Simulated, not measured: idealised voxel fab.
The document below concerns the process module designated voxel self aligned contacts.
For reference, the cross-section in this document is cut, with width 215 nm and square cells of 5 nm.
Cross-sections here: square-cell grids, written as top-down lists of bands, a band being one or more rows of cells.
It is stipulated that each band's entry specify, in nanometres, the height of the top of the band and then that of its bottom, followed by the materials of the band in left-to-right sequence, each together with its width in nanometres. A single material marked by the word "all across" is understood to fill the band from edge to edge; the word "empty" is understood to denote empty space.
Zero point of the height axis is 0; under it, received wafer = one material. Lowest band: continues down indefinitely, "from 0 down".
Per-row width for "30..40": begins at first number (top row of band), ends at second number (bottom row), increment between rows held constant.
Take "remained unchanged" at face value: in the step it is given for, the cross-section changed in none of its cells.
"Enclosed empty spaces" specifies each empty space that is not open to the top and that occupies no fewer than 8 cells, using the form width x height at distance, the distance measured from the left edge and all three quantities in nm.
If you see something after the settings on a step's line, that's the simulator's own remark about that step.
A step line may carry the setting "overlay nm", which, for steps involving a mask, states the distance by which the mask lay to the right of its intended position; negative values denote displacement to the left.

STEPS IN THE PROCESS PLAN
- 1: RECEIVE [material Si]
- 2: OXIDIZE [depth nm 5]
- 3: DIRECTIONAL_DEP [material polySi] [thk nm 25]
- 4: DIRECTIONAL_DEP [material SiN] [thk nm 20]
- 5: DIRECTIONAL_DEP [material aC] [thk nm 10]
- 6: PATTERN [tone cover] [mask id GATE] [material resist] [width nm 25] [pitch nm 50] [thk nm 30] [overlay nm 0]
- 7: DIRECTIONAL_ETCH [etch materials aC] [depth nm 10]
- 8: STRIP [etch materials resist]
- 9: DIRECTIONAL_ETCH [etch materials SiN] [depth nm 20]
- 10: DIRECTIONAL_ETCH [etch materials polySi] [depth nm 25]
- 11: STRIP [etch materials aC]
- 12: CONFORMAL_DEP [material SiN] [thk nm 5]
- 13: DIRECTIONAL_ETCH [etch materials SiN] [depth nm 5]
- 14: FILL_DEP [material SiO2] [thk nm 10]
- 15: CMP [height nm 50]
- 16: MASKED_ETCH [tone open] [mask id CONTACT] [width nm 35] [etch materials SiO2] [depth nm 55] [overlay nm 0]
- 17: CONFORMAL_DEP [material TiN] [thk nm 5]
- 18: FILL_DEP [material Ru] [thk nm 5]
- 19: CMP [height nm 50]
- 20: CONFORMAL_DEP [material SiN] [thk nm 5]

CROSS-SECTION OF THE INCOMING WAFER, STATE AFTER STEP 1
	from 0 down | Si all across
	Enclosed empty spaces: none

WAFER CROSS-SECTION AT MODULE END: FIRST OF TWO, RUN TO PLAN
	from 55 to 50 | SiN all across
	from 50 to 45 | SiO2=90 | TiN=15 | Ru=5 | TiN=15 | SiO2=90
	from 45 to 25 | SiO2=65 | SiN=35 | TiN=5 | Ru=5 | TiN=5 | SiN=35 | SiO2=65
	from 25 to 0 | SiO2=65 | SiN=5 | polySi=25 | SiN=5 | TiN=5 | Ru=5 | TiN=5 | SiN=5 | polySi=25 | SiN=5 | SiO2=65
	from 0 to -5 | SiO2=100 | TiN=15 | SiO2=100
	from -5 down | Si all across
	Enclosed empty spaces: none

CROSS-SECTIONAL VIEW OF THE SECOND OF TWO WAFERS UPON COMPLETION OF THE MODULE. THIS WAFER SHARED ITS STARTING CONDITION AND PROCESS PLAN WITH THE FIRST; ONE ERROR WAS MADE DURING ITS EXECUTION
	from 55 to 50 | SiN all across
	from 50 to 45 | Ru=60 | TiN=30 | SiO2=35 | TiN=30 | Ru=60
	from 45 to 25 | Ru=60 | TiN=5 | SiN=35 | SiO2=15 | SiN=35 | TiN=5 | Ru=60
	from 25 to 0 | Ru=60 | TiN=5 | SiN=5 | polySi=25 | SiN=5 | SiO2=15 | SiN=5 | polySi=25 | SiN=5 | TiN=5 | Ru=60
	from 0 to -5 | TiN=65 | SiO2=85 | TiN=65
	from -5 down | Si all across
	Enclosed empty spaces: none
Deviation from plan: step 16 did not happen as planned, as run it was MASKED_ETCH [tone cover] [mask id CONTACT] [width nm 35] [etch materials SiO2] [depth nm 55] [overlay nm 0]
End check, counted in cells, second wafer has more or fewer of these materials than the first: Ru +230; SiO2 -259; TiN +29
